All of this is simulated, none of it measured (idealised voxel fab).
You're looking at the process module voxel quadruple lines.
For reference, the cross-section in this document is cut, with width 285 nm and square cells of 5 nm.
If you're reading a cross-section in this doc, picture square cells in a grid; it comes to you as bands, top ones listed first down to the bottom, and a band can be one or more rows of cells.
For a band, the entry starts with two heights in nm, that of the top and then that of the bottom, and carries on with the band's materials in order from left to right, each alongside its width in nm; the word "edge to edge" beside a single material means it fills the band edge to edge, and "blank" means empty space.
Where do heights start? At 0: under that level the wafer as delivered is made of one material only. And the lowest band has no floor; it just carries on downward, as in "0 down".
A two-number width, for instance "30 to 40", indicates that the width is equal to the first number in the top row of the band and to the second number in the bottom row, and that it changes by a constant amount per row of cells.
"nothing got changed" for a step: no cell of the cross-section changed in that step.
The label "Closed void roster" introduces a list of the empty spaces, 8 cells or larger, that have no open way up to the top; each entry in it reads width x height at distance, where the distance is taken from the left edge and all three are stated in nm.
Past the settings on a step's line: simulator remark, on that step.
"overlay nm" denotes, for a step that has a mask, the displacement of the mask to the right of its planned place, with negative values corresponding to the left.
**Process steps (planned)**
1,RECEIVE [material Si]
2,CONFORMAL_DEP [material SiO2] [thk nm 10]
3,DIRECTIONAL_DEP [material TiN] [thk nm 10]
4,DIRECTIONAL_DEP [material polySi] [thk nm 15]
5,DIRECTIONAL_DEP [material aC] [thk nm 25]
6,PATTERN [tone cover] [mask id MANDREL] [material resist] [width nm 15] [thk nm 35] [overlay nm 0]
7,DIRECTIONAL_ETCH [etch materials aC] [depth nm 25]
8,STRIP [etch materials resist]
9,CONFORMAL_DEP [material SiO2] [thk nm 15]
10,DIRECTIONAL_ETCH [etch materials SiO2] [depth nm 15]
11,STRIP [etch materials aC]
12,DIRECTIONAL_ETCH [etch materials polySi] [depth nm 15]
13,STRIP [etch materials SiO2]
14,CONFORMAL_DEP [material SiN] [thk nm 5]
15,DIRECTIONAL_ETCH [etch materials SiN] [depth nm 5]
16,STRIP [etch materials polySi]
17,DIRECTIONAL_ETCH [etch materials TiN] [depth nm 10]
18,STRIP [etch materials SiN]
All wafers enter the flow in the same state. The width nm at step 6 differs from wafer to wafer, and the plan gives the value for the first wafer.
**After step 1, as received: first of several wafers, cross-section**
* 0 down  Si edge to edge
* Closed void roster: none
**First of several wafers: cross-section at the end of the module, after step 18, its last step**
* 20 to 10  blank 115 / TiN 5 / blank 15 / TiN 5 / blank 5 / TiN 5 / blank 15 / TiN 5 / blank 115
* 10 to 0  SiO2 edge to edge
* 0 down  Si edge to edge
* Closed void roster: none
**The module's end: a cross-section of the last wafer**
* 20 to 10  blank 105 / TiN 5 / blank 15 / TiN 5 / blank 30 / TiN 5 / blank 15 / TiN 5 / blank 100
* 10 to 0  SiO2 edge to edge
* 0 down  Si edge to edge
* Closed void roster: none
**Every row in this table is a wafer at the end of the module, and it gives, for each of the materials, the cells that wafer has gained (+) or lost (-) since it was received, then its closed voids**
width nm 15; +114 SiO2; +8 TiN; Closed void roster: none
width nm 20; +114 SiO2; +8 TiN; Closed void roster: none
width nm 25; +114 SiO2; +8 TiN; Closed void roster: none
width nm 30; +114 SiO2; +8 TiN; Closed void roster: none
width nm 35; +114 SiO2; +8 TiN; Closed void roster: none
width nm 40; +114 SiO2; +8 TiN; Closed void roster: none
